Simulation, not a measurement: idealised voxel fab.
Proc. module: voxel self aligned vias
The cross-section shown here is cut; it is 250 nm wide and divided into square cells measuring 5 nm on a side.
Bands, listed from the top down, are how a cross-section gets written in this document; the cross-section itself is a grid of square cells, and a band is one or more rows of them. This entry defines a band. It first specifies the height of the band's top and the height of its bottom in nm, and then specifies the band's materials from left to right, stating each material with its width in nm. The word "full width" identifies a single material that fills the band from edge to edge, while the word "air" identifies empty space. It should be noted that heights are counted from 0, beneath which the wafer as supplied is of one material throughout, and that the lowest band possesses no lower boundary but continues downward, as written in "0 down". The expression "30 to 40" gives the width at the extremes of the band, the first number at its top row of cells and the second at its bottom row, with the width changing by equal amounts from each row to the next in between. For the purposes of this document, the phrase "same as before" attached to a step denotes that no cell within the cross-section was modified by that step. This entry, "Enclosed empty spaces", enumerates those empty regions of no fewer than 8 cells that possess no open connection to the top. Each region is reported in the form width x height at distance, the distance being taken from the left edge, with all three quantities expressed in nm. If you see something after the settings on a step's line, that's the simulator's own remark about that step. overlay nm, on a step with a mask: how far to the right of its planned place the mask lay; to the left if negative.

## So here's the lineup of process steps we planned
1 RECEIVE: material Si
2 CONFORMAL_DEP: material SiO2, thk nm 10
3 CONFORMAL_DEP: material SiCN, thk nm 5
4 DIRECTIONAL_DEP: material SiO2, thk nm 20
5 PATTERN: tone open, mask id LINES, material resist, width nm 30, pitch nm 55, thk nm 15, overlay nm 0
6 DIRECTIONAL_ETCH: etch materials SiO2, depth nm 20
7 STRIP: etch materials resist
8 CONFORMAL_DEP: material TiN, thk nm 5
9 FILL_DEP: material Ru, thk nm 5
10 CMP: height nm 35
11 SELECTIVE_ETCH: etch materials W Ru TiN, depth nm 5
12 FILL_DEP: material SiN, thk nm 10
13 CMP: height nm 35
14 DIRECTIONAL_DEP: material SiO2, thk nm 20
15 MASKED_ETCH: tone open, mask id VIAS, width nm 40, pitch nm 55, etch materials SiO2, depth nm 20, overlay nm 0
16 MASKED_ETCH: tone open, mask id VIAS, width nm 40, pitch nm 55, etch materials SiN, depth nm 5, overlay nm 0
17 CONFORMAL_DEP: material TiN, thk nm 5
18 FILL_DEP: material Ru, thk nm 10
19 CMP: height nm 55
20 CONFORMAL_DEP: material SiCN, thk nm 5

## The cross-section here shows the wafer as received, i.e. in its state after step 1
> 0 down  Si full width
> Enclosed empty spaces: none

## Cross-sectional image of the first of two wafers at the end of the module, the run having proceeded as planned
> 60 to 55  SiCN full width
> 55 to 40  50 SiO2 | 5 TiN | 30 Ru | 5 TiN | 15 SiO2 | 5 TiN | 30 Ru | 5 TiN | 15 SiO2 | 5 TiN | 30 Ru | 5 TiN | 50 SiO2
> 40 to 35  50 SiO2 | 10 TiN | 20 Ru | 10 TiN | 15 SiO2 | 10 TiN | 20 Ru | 10 TiN | 15 SiO2 | 10 TiN | 20 Ru | 10 TiN | 50 SiO2
> 35 to 30  55 SiO2 | 30 TiN | 25 SiO2 | 30 TiN | 25 SiO2 | 30 TiN | 55 SiO2
> 30 to 20  55 SiO2 | 5 TiN | 20 Ru | 5 TiN | 25 SiO2 | 5 TiN | 20 Ru | 5 TiN | 25 SiO2 | 5 TiN | 20 Ru | 5 TiN | 55 SiO2
> 20 to 15  55 SiO2 | 30 TiN | 25 SiO2 | 30 TiN | 25 SiO2 | 30 TiN | 55 SiO2
> 15 to 10  SiCN full width
> 10 to 0  SiO2 full width
> 0 down  Si full width
> Enclosed empty spaces: none

## Wafer two (of two), end-of-module cross-section: start = wafer one, plan = wafer one, one run mistake
> 60 to 55  SiCN full width
> 55 to 40  45 Ru | 5 TiN | 40 SiO2 | 5 TiN | 5 Ru | 5 TiN | 40 SiO2 | 5 TiN | 5 Ru | 5 TiN | 40 SiO2 | 5 TiN | 45 Ru
> 40 to 35  50 TiN | 40 SiO2 | 15 TiN | 40 SiO2 | 15 TiN | 40 SiO2 | 50 TiN
> 35 to 30  55 SiO2 | 30 SiN | 25 SiO2 | 30 SiN | 25 SiO2 | 30 SiN | 55 SiO2
> 30 to 20  55 SiO2 | 5 TiN | 20 Ru | 5 TiN | 25 SiO2 | 5 TiN | 20 Ru | 5 TiN | 25 SiO2 | 5 TiN | 20 Ru | 5 TiN | 55 SiO2
> 20 to 15  55 SiO2 | 30 TiN | 25 SiO2 | 30 TiN | 25 SiO2 | 30 TiN | 55 SiO2
> 15 to 10  SiCN full width
> 10 to 0  SiO2 full width
> 0 down  Si full width
> Enclosed empty spaces: none
Processing error: step 15 was run on a setting that differed from the plan, and what really ran there is MASKED_ETCH: tone cover, mask id VIAS, width nm 40, pitch nm 55, etch materials SiO2, depth nm 20, overlay nm 0
Wafer comparison, final, in cells, second relative to first, materials more or fewer: 6 fewer of Ru | 18 more of SiN | 8 fewer of SiO2 | 4 fewer of TiN
